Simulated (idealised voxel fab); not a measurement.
This is a process module. Its name is voxel capacitor over wiring.
Pictured: cross-section cut, 295 nm wide, on a grid of 5 nm square cells.
Cross-section format: a grid of square cells, given as bands from top to bottom; each band is one or more rows of cells. In this notation a band is specified by the heights of its top and bottom, in that order and in nm, after which its materials appear from left to right, each paired with its width in nm. The word "edge to edge" attached to a single material means that material fills the band from edge to edge; the word "empty" stands for empty space. Height reference: 0 = level under which incoming wafer is all one material. Lowest band: no bottom, runs on downward, e.g. "0..down". The notation "30 to 40" denotes a width that varies across the rows of cells in the band, beginning at the first number in the top row, finishing at the second number in the bottom row, and changing by an identical amount from each row to the next. "remained unchanged" after a step means that no cell of the cross-section changed. Heads up: "Enclosed empty spaces" only lists the empty pockets with no open path to the top that are 8 cells or more, and it writes them as width x height at distance, distance from the left edge, in nm. Past the settings on a step's line: simulator remark, on that step. Among the settings permitted on a step's line is "overlay nm"; applied to a step with a mask, it specifies the extent to which the mask lay to the right of its planned position, whereas a negative figure signifies a position to the left.

This section lists the process steps that were planned
- 1: RECEIVE [material Si]
- 2: CONFORMAL_DEP [material SiO2] [thk nm 15]
- 3: CONFORMAL_DEP [material SiCN] [thk nm 5]
- 4: DIRECTIONAL_DEP [material lowk] [thk nm 15]
- 5: DIRECTIONAL_DEP [material aC] [thk nm 10]
- 6: PATTERN [tone open] [mask id METAL_1] [material resist] [width nm 20] [pitch nm 85] [thk nm 30] [overlay nm 0]
- 7: DIRECTIONAL_ETCH [etch materials aC] [depth nm 10]
- 8: STRIP [etch materials resist]
- 9: DIRECTIONAL_ETCH [etch materials lowk] [depth nm 15]
- 10: DIRECTIONAL_ETCH [etch materials SiCN] [depth nm 5]
- 11: STRIP [etch materials aC]
- 12: CONFORMAL_DEP [material TiN] [thk nm 5]
- 13: FILL_DEP [material Cu] [thk nm 10]
- 14: CMP [height nm 35]
- 15: CONFORMAL_DEP [material SiCN] [thk nm 5]
- 16: DIRECTIONAL_DEP [material SiO2] [thk nm 20]
- 17: PATTERN [tone open] [mask id PLUG_1] [material resist] [width nm 15] [thk nm 20] [overlay nm 0]
- 18: DIRECTIONAL_ETCH [etch materials SiO2] [depth nm 20]
- 19: DIRECTIONAL_ETCH [etch materials SiCN] [depth nm 5]
- 20: STRIP [etch materials resist]
- 21: EPI [material Ru] [thk nm 10]
- 22: EPI [material Ru] [thk nm 10]
- 23: EPI [material Ru] [thk nm 5]
- 24: DIRECTIONAL_DEP [material TiN] [thk nm 5]
- 25: DIRECTIONAL_DEP [material HfO2] [thk nm 5]
- 26: DIRECTIONAL_DEP [material TiN] [thk nm 5]
- 27: DIRECTIONAL_DEP [material aC] [thk nm 15]
- 28: PATTERN [tone cover] [mask id UPPER_PLATE] [material resist] [width nm 70] [thk nm 35] [overlay nm 0]
- 29: DIRECTIONAL_ETCH [etch materials aC] [depth nm 15]
- 30: STRIP [etch materials resist]
- 31: DIRECTIONAL_ETCH [etch materials TiN] [depth nm 5]
- 32: DIRECTIONAL_ETCH [etch materials HfO2] [depth nm 5]
- 33: STRIP [etch materials aC]
- 34: DIRECTIONAL_DEP [material aC] [thk nm 15]
- 35: PATTERN [tone cover] [mask id LOWER_PLATE] [material resist] [width nm 80] [thk nm 35] [overlay nm 0]
- 36: DIRECTIONAL_ETCH [etch materials aC] [depth nm 15]
- 37: STRIP [etch materials resist]
- 38: DIRECTIONAL_ETCH [etch materials TiN] [depth nm 5]
- 39: STRIP [etch materials aC]
- 40: FILL_DEP [material SiO2] [thk nm 20]
- 41: CMP [height nm 90]
- 42: DIRECTIONAL_DEP [material aC] [thk nm 15]
- 43: PATTERN [tone open] [mask id PLUG_2] [material resist] [width nm 15] [thk nm 35] [overlay nm 0]
- 44: DIRECTIONAL_ETCH [etch materials aC] [depth nm 15]
- 45: STRIP [etch materials resist]
- 46: DIRECTIONAL_ETCH [etch materials SiO2] [depth nm 15]
- 47: STRIP [etch materials aC]
- 48: CONFORMAL_DEP [material TiN] [thk nm 5]
- 49: FILL_DEP [material Cu] [thk nm 10]
- 50: CMP [height nm 90]
- 51: CONFORMAL_DEP [material SiCN] [thk nm 5]

Cross-section of the wafer at receipt, which is the condition after step 1
	0..down | Si edge to edge
	Enclosed empty spaces: none

Cross-sectional result after module completion. Note: starting condition and plan are unchanged from above; one processing mistake was made
	95..90 | SiCN edge to edge
	90..85 | SiO2 (110), TiN (5), HfO2 (55), SiO2 (125)
	85..80 | SiO2 (95), TiN (5), SiO2 (10), TiN (65), SiO2 (120)
	80..70 | SiO2 (110 to 100), TiN (5 to 15), SiO2 (180)
	70..65 | SiO2 (100), HfO2 (15), SiO2 (180)
	65..60 | SiO2 (100), TiN (15), SiO2 (180)
	60..40 | SiO2 edge to edge
	40..35 | SiCN edge to edge
	35..20 | lowk (95), TiN (5), Cu (10), TiN (5), lowk (65), TiN (5), Cu (10), TiN (5), lowk (95)
	20..15 | SiCN (95), TiN (20), SiCN (65), TiN (20), SiCN (95)
	15..0 | SiO2 edge to edge
	0..down | Si edge to edge
	Enclosed empty spaces: none
Processing error: step 16 of the plan saw execution twice
